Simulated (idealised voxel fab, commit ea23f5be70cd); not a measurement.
The name of this process module is voxel self aligned vias.
The width of the displayed cross-section, cut, is 270 nm; its cells are square, with a size of 5 nm.
We lay out every cross-section as a grid of square cells and spell it out in bands from the top down, where one band means one or more rows of cells. Top, bottom (nm), then materials left to right with widths (nm); lone material tagged "edge to edge" fills the whole band edge to edge; "blank" = empty space. Below 0: as-received wafer, all one material; heights counted from there. Lowest band: no bottom, goes on down, written "0 -> down". Per-row width for "30 to 40": begins at first number (top row of band), ends at second number (bottom row), increment between rows held constant. What does "no alterations made" mean for a step? It means no cell of the cross-section changed in that step. Basically, "Listed closed voids" tells you about the enclosed voids: empty spaces with no open way to the top, 8 cells or bigger, each written width x height at distance, where distance is from the left edge, all in nm. Formally, on a step line, whatever follows the settings is a remark that the simulator itself makes on the step. The optional step-line setting "overlay nm" applies to steps with a mask and quantifies how far to the right of its planned location the mask lay, a negative value indicating leftward placement.
The following list gives the planned process steps
- 1: RECEIVE | material Si
- 2: CONFORMAL_DEP | material SiO2 | thk nm 15
- 3: CONFORMAL_DEP | material SiCN | thk nm 5
- 4: DIRECTIONAL_DEP | material lowk | thk nm 30
- 5: MASKED_ETCH | tone open | mask id LINES | width nm 25 | pitch nm 75 | etch materials lowk | depth nm 30 | overlay nm 0
- 6: CONFORMAL_DEP | material TiN | thk nm 5
- 7: FILL_DEP | material W | thk nm 10
- 8: CMP | height nm 50
- 9: SELECTIVE_ETCH | etch materials W Ru TiN | depth nm 5
- 10: FILL_DEP | material SiN | thk nm 5
- 11: CMP | height nm 50
- 12: DIRECTIONAL_DEP | material lowk | thk nm 15
- 13: MASKED_ETCH | tone open | mask id VIAS | width nm 45 | pitch nm 75 | etch materials lowk | depth nm 15 | overlay nm 0
- 14: MASKED_ETCH | tone open | mask id VIAS | width nm 45 | pitch nm 75 | etch materials SiN | depth nm 5 | overlay nm 0
- 15: CONFORMAL_DEP | material TiN | thk nm 5
- 16: FILL_DEP | material Cu | thk nm 10
- 17: CMP | height nm 65
- 18: CONFORMAL_DEP | material SiN | thk nm 5
Received-state cross-section, reflecting completion of step 1
- 0 -> down  Si edge to edge
- Listed closed voids: none
First wafer of two, sectioned at end of module; run went per plan
- 70 -> 65  SiN edge to edge
- 65 -> 55  lowk: 35, TiN: 5, Cu: 35, TiN: 5, lowk: 30, TiN: 5, Cu: 35, TiN: 5, lowk: 30, TiN: 5, Cu: 35, TiN: 5, lowk: 40
- 55 -> 50  lowk: 35, TiN: 15, Cu: 15, TiN: 15, lowk: 30, TiN: 15, Cu: 15, TiN: 15, lowk: 30, TiN: 15, Cu: 15, TiN: 15, lowk: 40
- 50 -> 45  lowk: 45, TiN: 25, lowk: 50, TiN: 25, lowk: 50, TiN: 25, lowk: 50
- 45 -> 25  lowk: 45, TiN: 5, W: 15, TiN: 5, lowk: 50, TiN: 5, W: 15, TiN: 5, lowk: 50, TiN: 5, W: 15, TiN: 5, lowk: 50
- 25 -> 20  lowk: 45, TiN: 25, lowk: 50, TiN: 25, lowk: 50, TiN: 25, lowk: 50
- 20 -> 15  SiCN edge to edge
- 15 -> 0  SiO2 edge to edge
- 0 -> down  Si edge to edge
- Listed closed voids: none
Cross-section at end of module for the second wafer of two, which matched the first in starting point and plan and differed by one mistake in its processing
- 70 -> 65  SiN edge to edge
- 65 -> 55  lowk: 35, TiN: 5, Cu: 35, TiN: 5, lowk: 30, TiN: 5, Cu: 35, TiN: 5, lowk: 30, TiN: 5, Cu: 35, TiN: 5, lowk: 40
- 55 -> 50  lowk: 35, TiN: 15, Cu: 15, TiN: 15, lowk: 30, TiN: 15, Cu: 15, TiN: 15, lowk: 30, TiN: 15, Cu: 15, TiN: 15, lowk: 40
- 50 -> 45  lowk: 45, TiN: 25, lowk: 50, TiN: 25, lowk: 50, TiN: 25, lowk: 50
- 45 -> 25  lowk: 45, TiN: 5, W: 15, TiN: 5, lowk: 50, TiN: 5, W: 15, TiN: 5, lowk: 50, TiN: 5, W: 15, TiN: 5, lowk: 50
- 25 -> 20  lowk: 45, TiN: 25, lowk: 50, TiN: 25, lowk: 50, TiN: 25, lowk: 50
- 20 -> 15  Cu edge to edge
- 15 -> 0  SiO2 edge to edge
- 0 -> down  Si edge to edge
- Listed closed voids: none
Heads up, the wafer didn't run the way we planned it: note that step 3 departed from the planned setting and was carried out as CONFORMAL_DEP | material Cu | thk nm 5
Final difference in cells, second wafer against first, listed per material as more or fewer: Cu +54, SiCN -54
